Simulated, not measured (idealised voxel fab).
The following process module bears the name voxel wiring stack.
For reference, the cross-section in this document is cut, with width 160 nm and square cells of 5 nm.
Cross-section, as written here: a square-cell grid given band by band from the top down, where a band holds one or more rows of cells. Quick guide to a band line: top height, bottom height (nm) up front; then every material left to right with its width in nm. Only one material and it's marked "everywhere"? Then it fills the band edge to edge. And "empty" just means empty space. A quick word on heights: they are counted from 0, and under that level the wafer as it came to us is one material throughout. The lowest band is different from the rest in having no bottom; it simply continues downward, written as in "0 down". You'd read "30 to 40" like this: the band's top row of cells is as wide as the first number, its bottom row is as wide as the second, and going down, every row changes width by the same amount as the row before did. Given "remained the same" for a step, no cell of the cross-section differs between before and after that step. If an empty space has no open way to the top and is at least 8 cells in size, "Trapped void list" lists it, written width x height at distance, where distance is measured from the left edge and every value is in nm. Heads up: the bit after the settings on a step's line is the simulator's remark on that step. Among the settings permitted on a step's line is "overlay nm"; applied to a step with a mask, it specifies the extent to which the mask lay to the right of its planned position, whereas a negative figure signifies a position to the left.
Intended process steps
- 1: RECEIVE (material Si)
- 2: CONFORMAL_DEP (material SiO2; thk nm 15)
- 3: DIRECTIONAL_DEP (material TiN; thk nm 5)
- 4: DIRECTIONAL_DEP (material W; thk nm 20)
- 5: MASKED_ETCH (tone cover; mask id METAL_1; width nm 15; pitch nm 50; etch materials W; depth nm 20; overlay nm 0)
- 6: MASKED_ETCH (tone cover; mask id METAL_1; width nm 20; pitch nm 50; etch materials TiN; depth nm 5; overlay nm 0)
- 7: FILL_DEP (material SiO2; thk nm 10)
- 8: CMP (height nm 40)
- 9: CONFORMAL_DEP (material SiCN; thk nm 5)
- 10: DIRECTIONAL_DEP (material SiO2; thk nm 20)
- 11: DIRECTIONAL_DEP (material aC; thk nm 15)
- 12: PATTERN (tone open; mask id PLUG_1; material resist; width nm 15; pitch nm 50; thk nm 35; overlay nm 0)
- 13: DIRECTIONAL_ETCH (etch materials aC; depth nm 15)
- 14: STRIP (etch materials resist)
- 15: DIRECTIONAL_ETCH (etch materials SiO2; depth nm 20)
- 16: DIRECTIONAL_ETCH (etch materials SiCN; depth nm 5)
- 17: STRIP (etch materials aC)
- 18: EPI (material Ru; thk nm 10)
- 19: EPI (material Ru; thk nm 10)
- 20: EPI (material Ru; thk nm 5)
- 21: DIRECTIONAL_DEP (material TiN; thk nm 5)
- 22: DIRECTIONAL_DEP (material Ru; thk nm 25)
- 23: PATTERN (tone cover; mask id METAL_2; material resist; width nm 20; pitch nm 50; thk nm 15; overlay nm 0)
- 24: DIRECTIONAL_ETCH (etch materials Ru; depth nm 25)
- 25: DIRECTIONAL_ETCH (etch materials TiN; depth nm 5)
- 26: STRIP (etch materials resist)
- 27: FILL_DEP (material SiO2; thk nm 10)
- 28: CMP (height nm 95)
- 29: CONFORMAL_DEP (material SiCN; thk nm 5)
Wafer-to-wafer difference: width nm, step 5. Common start. Plan = first wafer's value.
First of several wafers, received after step 1, in cross-section
> 0 down  Si everywhere
> Trapped void list: none
End-of-module cross-section, first of several wafers, after last step 29
> 100 to 95  SiCN everywhere
> 95 to 70  SiO2 20 nm; Ru 20 nm; SiO2 30 nm; Ru 20 nm; SiO2 30 nm; Ru 20 nm; SiO2 20 nm
> 70 to 65  SiO2 20 nm; TiN 20 nm; SiO2 30 nm; TiN 20 nm; SiO2 30 nm; TiN 20 nm; SiO2 20 nm
> 65 to 45  SiO2 20 nm; Ru 15 nm; SiO2 35 nm; Ru 15 nm; SiO2 35 nm; Ru 15 nm; SiO2 25 nm
> 45 to 40  SiCN 20 nm; Ru 15 nm; SiCN 35 nm; Ru 15 nm; SiCN 35 nm; Ru 15 nm; SiCN 25 nm
> 40 to 20  SiO2 25 nm; W 15 nm; SiO2 35 nm; W 15 nm; SiO2 35 nm; W 15 nm; SiO2 20 nm
> 20 to 15  SiO2 20 nm; TiN 20 nm; SiO2 30 nm; TiN 20 nm; SiO2 30 nm; TiN 20 nm; SiO2 20 nm
> 15 to 0  SiO2 everywhere
> 0 down  Si everywhere
> Trapped void list: none
Cross-section, last wafer, module completion
> 100 to 95  SiCN everywhere
> 95 to 70  SiO2 20 nm; Ru 20 nm; SiO2 30 nm; Ru 20 nm; SiO2 30 nm; Ru 20 nm; SiO2 20 nm
> 70 to 65  SiO2 20 nm; TiN 20 nm; SiO2 30 nm; TiN 20 nm; SiO2 30 nm; TiN 20 nm; SiO2 20 nm
> 65 to 45  SiO2 20 nm; Ru 15 nm; SiO2 35 nm; Ru 15 nm; SiO2 35 nm; Ru 15 nm; SiO2 25 nm
> 45 to 40  SiCN 20 nm; Ru 15 nm; SiCN 35 nm; Ru 15 nm; SiCN 35 nm; Ru 15 nm; SiCN 25 nm
> 40 to 20  SiO2 15 nm; W 30 nm; SiO2 20 nm; W 30 nm; SiO2 20 nm; W 30 nm; SiO2 15 nm
> 20 to 15  SiO2 15 nm; TiN 30 nm; SiO2 20 nm; TiN 30 nm; SiO2 20 nm; TiN 30 nm; SiO2 15 nm
> 15 to 0  SiO2 everywhere
> 0 down  Si everywhere
> Trapped void list: none
Rows = wafers. At module end, each row lists per material the cells gained (+) or lost (-) since the wafer was received, then the closed voids
width nm 15; +105 Ru; +55 SiCN; +420 SiO2; +24 TiN; +36 W; Trapped void list: none
width nm 20; +105 Ru; +55 SiCN; +408 SiO2; +24 TiN; +48 W; Trapped void list: none
width nm 25; +105 Ru; +55 SiCN; +393 SiO2; +27 TiN; +60 W; Trapped void list: none
width nm 30; +105 Ru; +55 SiCN; +378 SiO2; +30 TiN; +72 W; Trapped void list: none
